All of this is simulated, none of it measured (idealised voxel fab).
process module | voxel self aligned vias
cross-section cut | 290 nm wide | cells 5 nm
A cross-section is a grid of square cells, given in bands from the top down. A band is one or more rows of cells.
Each band's line starts with the height of the band's top and of its bottom, in nm. Then come its materials from left to right, each with its width in nm. One material with "throughout" fills the band from edge to edge. "air" is empty space.
Height 0 is the level under which the wafer as received is all one material. The lowest band goes on downwards, as in "0 down".
A width such as "30 to 40" changes by the same amount from each row of cells to the next, from the band's top row to its bottom row.
"no change" after a step means that no cell of the cross-section changed.
closed voids: empty space of 8 cells or more with no open way to the top, each as width x height at its distance from the left edge, in nm
after a step's settings: what the simulator itself notes on the step
overlay nm, on a step with a mask: how far to the right of its planned place the mask lay; to the left if negative
plan
1 op RECEIVE | material Si
2 op CONFORMAL_DEP | material SiO2 | thk nm 10
3 op CONFORMAL_DEP | material SiCN | thk nm 5
4 op DIRECTIONAL_DEP | material lowk | thk nm 20
5 op MASKED_ETCH | tone open | mask id LINES | width nm 25 | pitch nm 65 | etch materials lowk | depth nm 20 | overlay nm 0
6 op CONFORMAL_DEP | material TiN | thk nm 5
7 op FILL_DEP | material Ru | thk nm 10
8 op CMP | height nm 35
9 op SELECTIVE_ETCH | etch materials W Ru TiN | depth nm 5
10 op FILL_DEP | material SiN | thk nm 10
11 op CMP | height nm 35
12 op DIRECTIONAL_DEP | material lowk | thk nm 15
13 op DIRECTIONAL_DEP | material aC | thk nm 10
14 op PATTERN | tone open | mask id VIAS | material resist | width nm 45 | pitch nm 65 | thk nm 25 | overlay nm 0
15 op DIRECTIONAL_ETCH | etch materials aC | depth nm 10
16 op STRIP | etch materials resist
17 op DIRECTIONAL_ETCH | etch materials lowk | depth nm 15
18 op DIRECTIONAL_ETCH | etch materials SiN | depth nm 5
19 op STRIP | etch materials aC
20 op CONFORMAL_DEP | material TiN | thk nm 5
21 op FILL_DEP | material Ru | thk nm 5
22 op CMP | height nm 50
23 op CONFORMAL_DEP | material SiCN | thk nm 5
as received, after step 1
  0 down: Si throughout
  closed voids: none
first wafer at the end, as planned
  55 to 50: SiCN throughout
  50 to 40: lowk 90 | TiN 5 | Ru 35 | TiN 5 | lowk 20 | TiN 5 | Ru 35 | TiN 5 | lowk 90
  40 to 35: lowk 90 | TiN 15 | Ru 15 | TiN 15 | lowk 20 | TiN 15 | Ru 15 | TiN 15 | lowk 90
  35 to 30: lowk 100 | TiN 25 | lowk 40 | TiN 25 | lowk 100
  30 to 20: lowk 100 | TiN 5 | Ru 15 | TiN 5 | lowk 40 | TiN 5 | Ru 15 | TiN 5 | lowk 100
  20 to 15: lowk 100 | TiN 25 | lowk 40 | TiN 25 | lowk 100
  15 to 10: SiCN throughout
  10 to 0: SiO2 throughout
  0 down: Si throughout
  closed voids: none
second wafer at the end: like start, like plan, one mistake
  55 to 50: SiCN throughout
  50 to 35: lowk 90 | TiN 5 | Ru 35 | TiN 5 | lowk 20 | TiN 5 | Ru 35 | TiN 5 | lowk 90
  35 to 30: SiN 90 | TiN 45 | SiN 20 | TiN 45 | SiN 90
  30 to 15: Ru throughout
  15 to 10: SiCN throughout
  10 to 0: SiO2 throughout
  0 down: Si throughout
  closed voids: none
what went wrong: step 4 ran as: op DIRECTIONAL_DEP | material Ru | thk nm 20
at the end the second wafer has, in cells: 170 more of Ru | 40 more of SiN | 18 fewer of TiN | 192 fewer of lowk
